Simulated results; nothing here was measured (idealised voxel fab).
Presented below is a process module, voxel self aligned contacts.
FYI the section here is cut, 260 nm wide, cells are 5 nm squares.
Cross-section, as written here: a square-cell grid given band by band from the top down, where a band holds one or more rows of cells. What a band's entry tells you: where the top is and where the bottom is, as heights in nm, and after that what lies inside, material by material from left to right, each with its width in nm. Empty space is written as the word "air", and a single material marked with the word "all across" occupies the band from edge to edge. We count height from 0. Below that, the starting wafer is all one material. The lowest band never ends at the bottom but goes on down; see "0 and below" for how that is written. Graded width ("30->40"): value in top row of band = first number; value in bottom row = second number; row-to-row change constant. "everything unchanged", as given for a step, is the statement that not any cell of the cross-section underwent a change during that step. The list in "Enclosed void catalog" covers empty spaces of 8 cells or more that cannot reach the top through any open way, and it gives each as width x height at distance; the distance is from the left edge, and width, height and distance are in nm. It should be noted that, on the line of a given step, the content following the step's settings is a remark produced by the simulator itself with respect to that step. For masked steps, "overlay nm" on the step line gives how far right of plan the mask actually lay; a minus sign means it lay to the left.

**Below is the list of planned process steps**
1) RECEIVE, material Si
2) OXIDIZE, depth nm 5
3) DIRECTIONAL_DEP, material polySi, thk nm 30
4) DIRECTIONAL_DEP, material SiN, thk nm 25
5) PATTERN, tone cover, mask id GATE, material resist, width nm 25, pitch nm 70, thk nm 15, overlay nm 0
6) DIRECTIONAL_ETCH, etch materials SiN, depth nm 25
7) DIRECTIONAL_ETCH, etch materials polySi, depth nm 30
8) STRIP, etch materials resist
9) CONFORMAL_DEP, material SiN, thk nm 5
10) DIRECTIONAL_ETCH, etch materials SiN, depth nm 10
11) FILL_DEP, material SiO2, thk nm 15
12) CMP, height nm 65
13) MASKED_ETCH, tone open, mask id CONTACT, width nm 55, pitch nm 70, etch materials SiO2, depth nm 70, overlay nm 0
14) CONFORMAL_DEP, material TiN, thk nm 5
15) FILL_DEP, material W, thk nm 10
16) CMP, height nm 65
17) CONFORMAL_DEP, material SiN, thk nm 5
varied across the wafers: thk nm of step 9. The plan shows the first wafer's value. All wafers start alike

**First of several wafers, received after step 1, in cross-section**
* 0 and below  Si all across
* Enclosed void catalog: none

**First of several wafers in cross-section at module end, following the final step, step 17**
* 70 down to 65  SiN all across
* 65 down to 55  SiO2 65 | TiN 5 | W 45 | TiN 5 | SiO2 15 | TiN 5 | W 45 | TiN 5 | SiO2 70
* 55 down to 50  SiO2 65 | TiN 15 | W 25 | TiN 15 | SiO2 15 | TiN 15 | W 25 | TiN 15 | SiO2 70
* 50 down to 30  SiO2 40 | SiN 35 | TiN 5 | W 25 | TiN 5 | SiN 35 | TiN 5 | W 25 | TiN 5 | SiN 35 | SiO2 45
* 30 down to 0  SiO2 40 | SiN 5 | polySi 25 | SiN 5 | TiN 5 | W 25 | TiN 5 | SiN 5 | polySi 25 | SiN 5 | TiN 5 | W 25 | TiN 5 | SiN 5 | polySi 25 | SiN 5 | SiO2 45
* 0 down to -5  SiO2 75 | TiN 35 | SiO2 35 | TiN 35 | SiO2 80
* -5 and below  Si all across
* Enclosed void catalog: none

**The module's end: a cross-section of the last wafer**
* 70 down to 65  SiN all across
* 65 down to 30  SiO2 20 | SiN 215 | SiO2 25
* 30 down to 15  SiO2 20 | SiN 25 | polySi 25 | SiN 45 | polySi 25 | SiN 45 | polySi 25 | SiN 25 | SiO2 25
* 15 down to 0  SiN 45 | polySi 25 | SiN 45 | polySi 25 | SiN 45 | polySi 25 | SiN 50
* 0 down to -5  SiO2 all across
* -5 and below  Si all across
* Enclosed void catalog: none

**Below, a row for every wafer. Read it as the end-of-module picture: for each material the wafer shows its cells gained (+) or lost (-) since it was received, and then its closed voids**
thk nm 5, -52 Si, +172 SiN, +298 SiO2, +74 TiN, +146 W, +90 polySi, Enclosed void catalog: none
thk nm 10, -52 Si, +259 SiN, +267 SiO2, +74 TiN, +90 W, +90 polySi, Enclosed void catalog: none
thk nm 15, -52 Si, +377 SiN, +225 SiO2, +66 TiN, +22 W, +90 polySi, Enclosed void catalog: none
thk nm 20, -52 Si, +495 SiN, +173 SiO2, +22 TiN, +90 polySi, Enclosed void catalog: none
thk nm 25, -52 Si, +548 SiN, +142 SiO2, +90 polySi, Enclosed void catalog: none
